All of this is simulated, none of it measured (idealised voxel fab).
process module | voxel air gaps
cross-section cut | 265 nm wide | cells 5 nm
A cross-section is a grid of square cells, given in bands from the top down. A band is one or more rows of cells.
Each band's line starts with the height of the band's top and of its bottom, in nm. Then come its materials from left to right, each with its width in nm. One material with "throughout" fills the band from edge to edge. "air" is empty space.
Height 0 is the level under which the wafer as received is all one material. The lowest band goes on downwards, as in "0 down".
A width such as "30 to 40" changes by the same amount from each row of cells to the next, from the band's top row to its bottom row.
"no change" after a step means that no cell of the cross-section changed.
closed voids: empty space of 8 cells or more with no open way to the top, each as width x height at its distance from the left edge, in nm
after a step's settings: what the simulator itself notes on the step
overlay nm, on a step with a mask: how far to the right of its planned place the mask lay; to the left if negative
plan
1 op RECEIVE | material Si
2 op CONFORMAL_DEP | material SiO2 | thk nm 5
3 op CONFORMAL_DEP | material SiCN | thk nm 5
4 op DIRECTIONAL_DEP | material lowk | thk nm 40
5 op PATTERN | tone open | mask id LINES | material resist | width nm 20 | pitch nm 45 | thk nm 15 | overlay nm 0
6 op DIRECTIONAL_ETCH | etch materials lowk | depth nm 40
7 op STRIP | etch materials resist
8 op CONFORMAL_DEP | material TiN | thk nm 5
9 op FILL_DEP | material W | thk nm 5
10 op CMP | height nm 55
11 op EPI | material Ru | thk nm 10
12 op SELECTIVE_ETCH | etch materials lowk | depth nm 50
13 op CONFORMAL_DEP | material SiCN | thk nm 5
varied across the wafers: thk nm of step 2. The plan shows the first wafer's value. All wafers start alike
first wafer as received, after step 1
  0 down: Si throughout
  closed voids: none
each wafer at the end: cells of each material gained (+) or lost (-) since it was received, then its closed voids
thk nm 5 | +106 Ru | +106 SiCN | +53 SiO2 | +117 TiN | +64 W | +296 lowk | closed voids: none
thk nm 10 | +64 Ru | +206 SiCN | +106 SiO2 | +72 TiN | +56 W | closed voids: 15 x 30 at 80; 15 x 30 at 125; 15 x 30 at 170
thk nm 15 | +64 Ru | +198 SiCN | +159 SiO2 | +64 TiN | +48 W | closed voids: 15 x 25 at 80; 15 x 25 at 125; 15 x 25 at 170
thk nm 20 | +64 Ru | +190 SiCN | +212 SiO2 | +56 TiN | +40 W | closed voids: 15 x 20 at 80; 15 x 20 at 125; 15 x 20 at 170
thk nm 25 | +64 Ru | +182 SiCN | +265 SiO2 | +48 TiN | +32 W | closed voids: 15 x 15 at 80; 15 x 15 at 125; 15 x 15 at 170
